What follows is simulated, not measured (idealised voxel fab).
The name of this process module is voxel quadruple lines.
Section shown: cut. Width: 255 nm. Cell size: 5 nm, square.
Think of the cross-section as a grid of square cells. We describe it in bands, top to bottom, and each band covers one or more rows of those cells. The band entry comprises the height of the band's top followed by the height of its bottom, expressed in nm, and subsequently the band's materials from left to right, each stated together with its width in nm. Where a single material is marked with the word "full width", that material fills the band from edge to edge. The word "blank" represents empty space. Note: height 0 marks the level under which the wafer is uniformly one material as received. Lowest band unbounded below, written "0 nm and below". The width entry "30 to 40" should be interpreted row by row: the top row of cells in the band takes the first number, the bottom row takes the second number, and the change between adjacent rows is uniform throughout. Basically "no change occurred" means that step didn't change any cell in the cross-section. The entry "Enclosed internal cavities" lists the empty spaces that cover at least 8 cells and have no open path to the top. Each is written as width x height at distance, where the distance is measured from the left edge and all three values are in nm. Whatever follows a step's settings on its line is a remark the simulator itself makes about that step. The optional step-line setting "overlay nm" applies to steps with a mask and quantifies how far to the right of its planned location the mask lay, a negative value indicating leftward placement.
Listed below are the process steps as planned
- 1: RECEIVE | material Si
- 2: CONFORMAL_DEP | material Al2O3 | thk nm 10
- 3: DIRECTIONAL_DEP | material W | thk nm 15
- 4: DIRECTIONAL_DEP | material polySi | thk nm 15
- 5: DIRECTIONAL_DEP | material aC | thk nm 20
- 6: PATTERN | tone cover | mask id MANDREL | material resist | width nm 30 | thk nm 30 | overlay nm 0
- 7: DIRECTIONAL_ETCH | etch materials aC | depth nm 20
- 8: STRIP | etch materials resist
- 9: CONFORMAL_DEP | material SiO2 | thk nm 10
- 10: DIRECTIONAL_ETCH | etch materials SiO2 | depth nm 10
- 11: STRIP | etch materials aC
- 12: DIRECTIONAL_ETCH | etch materials polySi | depth nm 15
- 13: STRIP | etch materials SiO2
- 14: CONFORMAL_DEP | material SiN | thk nm 10
- 15: DIRECTIONAL_ETCH | etch materials SiN | depth nm 10
- 16: STRIP | etch materials polySi
- 17: DIRECTIONAL_ETCH | etch materials W | depth nm 15
- 18: STRIP | etch materials SiN
Cross-section: wafer on arrival = after step 1
	0 nm and below: Si full width
	Enclosed internal cavities: none
Cross-section at module end, one run error; start and plan unchanged from above
	25 nm to 10 nm: blank=85 / W=10 / blank=10 / W=10 / blank=20 / W=10 / blank=10 / W=10 / blank=90
	10 nm to 0 nm: Al2O3 full width
	0 nm and below: Si full width
	Enclosed internal cavities: none
Which mistake was made when the wafer was run? step 6 ran differently from the plan; actual operation with settings: PATTERN | tone cover | mask id MANDREL | material resist | width nm 40 | thk nm 30 | overlay nm 0
